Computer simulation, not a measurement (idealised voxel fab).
This is a process module. Its name is voxel double patterning.
The figure presents cross-section cut, which has a width of 210 nm and is divided into square cells with an edge length of 5 nm.
For the purposes of this document, a cross-section shall be understood as a grid of square cells, specified as bands listed in top-to-bottom order, each band consisting of one or more rows of cells.
In this notation a band is specified by the heights of its top and bottom, in that order and in nm, after which its materials appear from left to right, each paired with its width in nm. The word "throughout" attached to a single material means that material fills the band from edge to edge; the word "blank" stands for empty space.
Heights are measured from 0, the level below which the as-received wafer is all one material; the lowest band has no bottom and continues downward, written as in "0 and below".
Think of "30 to 40" as a width that walks from the first number to the second as you go down the band, top row to bottom row, taking equal-sized steps from row to row.
The cross-section has no changed cell in any step marked "stayed the same".
If an empty space has no open way to the top and is at least 8 cells in size, "Cavities, closed" lists it, written width x height at distance, where distance is measured from the left edge and every value is in nm.
Heads up: the bit after the settings on a step's line is the simulator's remark on that step.
overlay nm: how far to the right of its planned place the mask lay on this masked step (negative: to the left).
PROCESS STEPS (PLANNED)
1) RECEIVE [material Si]
2) CONFORMAL_DEP [material SiO2] [thk nm 5]
3) DIRECTIONAL_DEP [material polySi] [thk nm 15]
4) DIRECTIONAL_DEP [material SiN] [thk nm 10]
5) PATTERN [tone open] [mask id FIRST] [material resist] [width nm 15] [pitch nm 50] [thk nm 15] [overlay nm 0]
6) DIRECTIONAL_ETCH [etch materials SiN] [depth nm 10]
7) STRIP [etch materials resist]
8) MASKED_ETCH [tone open] [mask id SECOND] [width nm 15] [etch materials SiN] [depth nm 10] [overlay nm 0]
9) DIRECTIONAL_ETCH [etch materials polySi] [depth nm 15]
10) STRIP [etch materials SiN]
FIRST WAFER, AS PLANNED
CROSS-SECTION: WAFER ON ARRIVAL = AFTER STEP 1
0 and below | Si throughout
Cavities, closed: none
YOU'RE LOOKING AT A CROSS-SECTION OF THE WAFER AFTER STEP 2
5 down to 0 | SiO2 throughout
Everything under 0 stays put, no change at all.
YOU'RE LOOKING AT A CROSS-SECTION OF THE WAFER AFTER STEP 3
20 down to 5 | polySi throughout
Everything under 5 stays put, no change at all.
YOU'RE LOOKING AT A CROSS-SECTION OF THE WAFER AFTER STEP 4
30 down to 20 | SiN throughout
Everything under 20 stays put, no change at all.
YOU'RE LOOKING AT A CROSS-SECTION OF THE WAFER AFTER STEP 5
45 down to 30 | 70 of resist; 15 of blank; 35 of resist; 15 of blank; 75 of resist
Everything under 30 stays put, no change at all.
YOU'RE LOOKING AT A CROSS-SECTION OF THE WAFER AFTER STEP 6
45 down to 30 | 70 of resist; 15 of blank; 35 of resist; 15 of blank; 75 of resist
30 down to 20 | 70 of SiN; 15 of blank; 35 of SiN; 15 of blank; 75 of SiN
Everything under 20 stays put, no change at all.
YOU'RE LOOKING AT A CROSS-SECTION OF THE WAFER AFTER STEP 7
30 down to 20 | 70 of SiN; 15 of blank; 35 of SiN; 15 of blank; 75 of SiN
Everything under 20 stays put, no change at all.
YOU'RE LOOKING AT A CROSS-SECTION OF THE WAFER AFTER STEP 8
30 down to 20 | 70 of SiN; 15 of blank; 10 of SiN; 15 of blank; 10 of SiN; 15 of blank; 75 of SiN
Everything under 20 stays put, no change at all.
YOU'RE LOOKING AT A CROSS-SECTION OF THE WAFER AFTER STEP 9
30 down to 20 | 70 of SiN; 15 of blank; 10 of SiN; 15 of blank; 10 of SiN; 15 of blank; 75 of SiN
20 down to 5 | 70 of polySi; 15 of blank; 10 of polySi; 15 of blank; 10 of polySi; 15 of blank; 75 of polySi
Everything under 5 stays put, no change at all.
YOU'RE LOOKING AT A CROSS-SECTION OF THE WAFER AFTER STEP 10
20 down to 5 | 70 of polySi; 15 of blank; 10 of polySi; 15 of blank; 10 of polySi; 15 of blank; 75 of polySi
Everything under 5 stays put, no change at all.
SECOND WAFER, SAME STARTING CONDITIONS AND RECIPE AS THE FIRST, ONE MISTAKE IN EXECUTING IT, NOTHING DIFFERS FROM THE FIRST UP TO AND INCLUDING STEP 4
SECOND WAFER PROFILE IN SECTION, AT THE MOMENT STEP 5 OF THE PLAN WAS MEANT TO BE COMPLETE
45 down to 30 | 70 of blank; 15 of resist; 35 of blank; 15 of resist; 75 of blank
Everything under 30 stays put, no change at all.
SECOND WAFER PROFILE IN SECTION, AT THE MOMENT STEP 6 OF THE PLAN WAS MEANT TO BE COMPLETE
45 down to 30 | 70 of blank; 15 of resist; 35 of blank; 15 of resist; 75 of blank
30 down to 20 | 70 of blank; 15 of SiN; 35 of blank; 15 of SiN; 75 of blank
Everything under 20 stays put, no change at all.
SECOND WAFER PROFILE IN SECTION, AT THE MOMENT STEP 7 OF THE PLAN WAS MEANT TO BE COMPLETE
30 down to 20 | 70 of blank; 15 of SiN; 35 of blank; 15 of SiN; 75 of blank
Everything under 20 stays put, no change at all.
Second wafer profile in section, at the moment step 8 of the plan was meant to be complete: stayed the same
SECOND WAFER PROFILE IN SECTION, AT THE MOMENT STEP 9 OF THE PLAN WAS MEANT TO BE COMPLETE
30 down to 20 | 70 of blank; 15 of SiN; 35 of blank; 15 of SiN; 75 of blank
20 down to 5 | 70 of blank; 15 of polySi; 35 of blank; 15 of polySi; 75 of blank
Everything under 5 stays put, no change at all.
SECOND WAFER PROFILE IN SECTION, AT THE MOMENT STEP 10 OF THE PLAN WAS MEANT TO BE COMPLETE
20 down to 5 | 70 of blank; 15 of polySi; 35 of blank; 15 of polySi; 75 of blank
Everything under 5 stays put, no change at all.
What went wrong in running the wafer? note that step 5 departed from the planned setting and was carried out as PATTERN [tone cover] [mask id FIRST] [material resist] [width nm 15] [pitch nm 50] [thk nm 15] [overlay nm 0]
FYI, end of process, the second wafer has more or fewer cells of some materials than the first: -81 polySi
